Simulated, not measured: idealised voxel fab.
process module | voxel fin reveal
The width of the displayed cross-section, cut, is 230 nm; its cells are square, with a size of 5 nm.
When this document writes out a cross-section, it uses a grid of square cells and lists it as bands, beginning at the top and moving down, with a band standing for one or more rows of cells.
Basically the band line says how high the top is and how high the bottom is, in nm, and then what's in it from left to right, every material with its width in nm. Empty space shows up as "empty", and if a single material carries "edge to edge" it runs the full band edge to edge.
The level at which height equals 0 is the one under which the wafer, as it arrives, is entirely one material. No lower edge exists for the bottom band, which continues downward and is notated as in "from 0 down".
Per-row width for "30..40": begins at first number (top row of band), ends at second number (bottom row), increment between rows held constant.
"remains unaltered" (step): cross-section cells unchanged, all of them.
In "Trapped cavities" the enclosed voids are listed, meaning empty spaces of 8 cells or larger without any opening to the top. The form is width x height at distance, distance from the left edge, units nm.
On each step's line, the part that comes after the settings is the simulator's own comment on the step.
overlay nm: on a step with a mask, how far right of its planned place the mask lay; negative means left.

Listed below are the process steps as planned
1) RECEIVE | material Si
2) CONFORMAL_DEP | material SiN | thk nm 10
3) MASKED_ETCH | tone cover | mask id FINS | width nm 15 | pitch nm 45 | etch materials SiN | depth nm 10 | overlay nm 0
4) MASKED_ETCH | tone cover | mask id FINS | width nm 15 | pitch nm 45 | etch materials Si | depth nm 35 | overlay nm 0
5) OXIDIZE | depth nm 5
6) FILL_DEP | material SiO2 | thk nm 15
7) CMP | height nm 10
8) SELECTIVE_ETCH | etch materials SiO2 | depth nm 25
9) STRIP | etch materials SiN
10) CONFORMAL_DEP | material SiO2 | thk nm 5

Delivered wafer in cross-section: state after step 1
- from 0 down = Si edge to edge
- Trapped cavities: none

End-of-module cross-section of the first of two wafers, processed as planned
- from 5 to 0 = empty (85) / SiO2 (15) / empty (30) / SiO2 (15) / empty (85)
- from 0 to -10 = empty (85) / SiO2 (5) / Si (5) / SiO2 (5) / empty (30) / SiO2 (5) / Si (5) / SiO2 (5) / empty (85)
- from -10 to -40 = SiO2 (90) / Si (5) / SiO2 (40) / Si (5) / SiO2 (90)
- from -40 down = Si edge to edge
- Trapped cavities: none

End of module, second wafer, cross-section. Started like the first, planned like the first, run with one mistake
- from 0 to -15 = empty (90) / Si (5) / empty (40) / Si (5) / empty (90)
- from -15 to -40 = SiO2 (90) / Si (5) / SiO2 (40) / Si (5) / SiO2 (90)
- from -40 down = Si edge to edge
- Trapped cavities: none
Want to know what went wrong? the plan's step 10 was left out and never carried out
Wafer comparison, final, in cells, second relative to first, materials more or fewer: SiO2: 58 fewer
